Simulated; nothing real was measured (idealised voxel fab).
Presented below is a process module, voxel ribs on slabs.
Xsec cut, 205 nm wide, square cell size 5 nm.
How to read a cross-section here: the picture is a grid of square cells, written as bands going from the top down, and any band can span one or more rows of cells.
Each band's line starts with the height of the band's top and of its bottom, in nm. Then come its materials from left to right, each with its width in nm. One material with "throughout" fills the band from edge to edge. "empty" is empty space.
Height reference: 0 = level under which incoming wafer is all one material. Lowest band: no bottom, runs on downward, e.g. "from 0 down".
Width: "30..40" (first number = top row, second number = bottom row, same change from row to row of cells).
For the purposes of this document, the phrase "no alterations made" attached to a step denotes that no cell within the cross-section was modified by that step.
So "Closed void catalog" is basically the list of trapped voids: any empty space of 8 cells or more that can't reach the top through an opening. They're written width x height at distance, the distance being from the left edge, and it's all nm.
Past the settings on a step's line: simulator remark, on that step.
"overlay nm" denotes, for a step that has a mask, the displacement of the mask to the right of its planned place, with negative values corresponding to the left.
**Process steps - plan**
1: RECEIVE,material Si
2: DIRECTIONAL_DEP,material SiO2,thk nm 30
3: DIRECTIONAL_DEP,material polySi,thk nm 15
4: PATTERN,tone cover,mask id RIB,material resist,width nm 30,thk nm 20,overlay nm 0
5: DIRECTIONAL_ETCH,etch materials polySi,depth nm 5
6: STRIP,etch materials resist
7: PATTERN,tone cover,mask id SLAB,material resist,width nm 80,thk nm 20,overlay nm 0
8: DIRECTIONAL_ETCH,etch materials polySi,depth nm 10
9: STRIP,etch materials resist
10: FILL_DEP,material SiO2,thk nm 20
11: CMP,height nm 60
12: DIRECTIONAL_DEP,material TiN,thk nm 10
13: DIRECTIONAL_DEP,material aC,thk nm 15
14: PATTERN,tone cover,mask id HEATER,material resist,width nm 40,thk nm 35,overlay nm 0
15: DIRECTIONAL_ETCH,etch materials aC,depth nm 15
16: STRIP,etch materials resist
17: DIRECTIONAL_ETCH,etch materials TiN,depth nm 10
18: STRIP,etch materials aC
19: CONFORMAL_DEP,material SiN,thk nm 5
**Below: the first of two wafers, run as planned**
**Here's what the wafer looked like in cross-section when it arrived - that's after step 1**
> from 0 down: Si throughout
> Closed void catalog: none
**Wafer xsec, post step 2**
> from 30 to 0: SiO2 throughout
> No changes below 0.
**Wafer xsec, post step 3**
> from 45 to 30: polySi throughout
> No changes below 30.
**Wafer xsec, post step 4**
> from 65 to 45: 85 nm empty, 30 nm resist, 90 nm empty
> No changes below 45.
**Wafer xsec, post step 5**
> from 65 to 45: 85 nm empty, 30 nm resist, 90 nm empty
> from 45 to 40: 85 nm empty, 30 nm polySi, 90 nm empty
> No changes below 40.
**Wafer xsec, post step 6**
> from 45 to 40: 85 nm empty, 30 nm polySi, 90 nm empty
> No changes below 40.
**Wafer xsec, post step 7**
> from 65 to 45: 60 nm empty, 80 nm resist, 65 nm empty
> from 45 to 40: 60 nm empty, 25 nm resist, 30 nm polySi, 25 nm resist, 65 nm empty
> No changes below 40.
**Wafer xsec, post step 8**
> from 65 to 45: 60 nm empty, 80 nm resist, 65 nm empty
> from 45 to 40: 60 nm empty, 25 nm resist, 30 nm polySi, 25 nm resist, 65 nm empty
> from 40 to 30: 60 nm empty, 80 nm polySi, 65 nm empty
> No changes below 30.
**Wafer xsec, post step 9**
> from 45 to 40: 85 nm empty, 30 nm polySi, 90 nm empty
> No changes below 40.
**Wafer xsec, post step 10**
> from 65 to 45: SiO2 throughout
> from 45 to 40: 85 nm SiO2, 30 nm polySi, 90 nm SiO2
> from 40 to 30: 60 nm SiO2, 80 nm polySi, 65 nm SiO2
> No changes below 30.
**Wafer xsec, post step 11**
> from 60 to 45: SiO2 throughout
> No changes below 45.
**Wafer xsec, post step 12**
> from 70 to 60: TiN throughout
> No changes below 60.
**Wafer xsec, post step 13**
> from 85 to 70: aC throughout
> No changes below 70.
**Wafer xsec, post step 14**
> from 120 to 85: 80 nm empty, 40 nm resist, 85 nm empty
> No changes below 85.
**Wafer xsec, post step 15**
> from 105 to 85: 80 nm empty, 40 nm resist, 85 nm empty
> from 85 to 70: 80 nm empty, 40 nm aC, 85 nm empty
> No changes below 70.
**Wafer xsec, post step 16**
> from 85 to 70: 80 nm empty, 40 nm aC, 85 nm empty
> No changes below 70.
**Wafer xsec, post step 17**
> from 85 to 70: 80 nm empty, 40 nm aC, 85 nm empty
> from 70 to 60: 80 nm empty, 40 nm TiN, 85 nm empty
> No changes below 60.
**Wafer xsec, post step 18**
> from 70 to 60: 80 nm empty, 40 nm TiN, 85 nm empty
> No changes below 60.
**Wafer xsec, post step 19**
> from 75 to 70: 75 nm empty, 50 nm SiN, 80 nm empty
> from 70 to 65: 75 nm empty, 5 nm SiN, 40 nm TiN, 5 nm SiN, 80 nm empty
> from 65 to 60: 80 nm SiN, 40 nm TiN, 85 nm SiN
> No changes below 60.
**Second of two: same start, same plan, one run error; steps up to and including 2 match the first**
**Second wafer shown in cross-section at the time step 3 was slated to end**
> from 60 to 30: polySi throughout
> No changes below 30.
**Second wafer shown in cross-section at the time step 4 was slated to end**
> from 80 to 60: 85 nm empty, 30 nm resist, 90 nm empty
> No changes below 60.
**Second wafer shown in cross-section at the time step 5 was slated to end**
> from 80 to 60: 85 nm empty, 30 nm resist, 90 nm empty
> from 60 to 55: 85 nm empty, 30 nm polySi, 90 nm empty
> No changes below 55.
**Second wafer shown in cross-section at the time step 6 was slated to end**
> from 60 to 55: 85 nm empty, 30 nm polySi, 90 nm empty
> No changes below 55.
**Second wafer shown in cross-section at the time step 7 was slated to end**
> from 80 to 60: 60 nm empty, 80 nm resist, 65 nm empty
> from 60 to 55: 60 nm empty, 25 nm resist, 30 nm polySi, 25 nm resist, 65 nm empty
> No changes below 55.
**Second wafer shown in cross-section at the time step 8 was slated to end**
> from 80 to 60: 60 nm empty, 80 nm resist, 65 nm empty
> from 60 to 55: 60 nm empty, 25 nm resist, 30 nm polySi, 25 nm resist, 65 nm empty
> from 55 to 45: 60 nm empty, 80 nm polySi, 65 nm empty
> No changes below 45.
**Second wafer shown in cross-section at the time step 9 was slated to end**
> from 60 to 55: 85 nm empty, 30 nm polySi, 90 nm empty
> No changes below 55.
**Second wafer shown in cross-section at the time step 10 was slated to end**
> from 80 to 60: SiO2 throughout
> from 60 to 55: 85 nm SiO2, 30 nm polySi, 90 nm SiO2
> from 55 to 45: 60 nm SiO2, 80 nm polySi, 65 nm SiO2
> No changes below 45.
**Second wafer shown in cross-section at the time step 11 was slated to end**
> from 60 to 55: 85 nm SiO2, 30 nm polySi, 90 nm SiO2
> No changes below 55.
**Second wafer shown in cross-section at the time step 12 was slated to end**
> from 70 to 60: TiN throughout
> No changes below 60.
**Second wafer shown in cross-section at the time step 13 was slated to end**
> from 85 to 70: aC throughout
> No changes below 70.
**Second wafer shown in cross-section at the time step 14 was slated to end**
> from 120 to 85: 80 nm empty, 40 nm resist, 85 nm empty
> No changes below 85.
**Second wafer shown in cross-section at the time step 15 was slated to end**
> from 105 to 85: 80 nm empty, 40 nm resist, 85 nm empty
> from 85 to 70: 80 nm empty, 40 nm aC, 85 nm empty
> No changes below 70.
**Second wafer shown in cross-section at the time step 16 was slated to end**
> from 85 to 70: 80 nm empty, 40 nm aC, 85 nm empty
> No changes below 70.
**Second wafer shown in cross-section at the time step 17 was slated to end**
> from 85 to 70: 80 nm empty, 40 nm aC, 85 nm empty
> from 70 to 60: 80 nm empty, 40 nm TiN, 85 nm empty
> No changes below 60.
**Second wafer shown in cross-section at the time step 18 was slated to end**
> from 70 to 60: 80 nm empty, 40 nm TiN, 85 nm empty
> No changes below 60.
**Second wafer shown in cross-section at the time step 19 was slated to end**
> from 75 to 70: 75 nm empty, 50 nm SiN, 80 nm empty
> from 70 to 65: 75 nm empty, 5 nm SiN, 40 nm TiN, 5 nm SiN, 80 nm empty
> from 65 to 60: 80 nm SiN, 40 nm TiN, 85 nm SiN
> No changes below 60.
Finding, execution versus plan: step 3 in the plan was executed twice
End check, counted in cells, second wafer has more or fewer of these materials than the first: -123 SiO2; +123 polySi
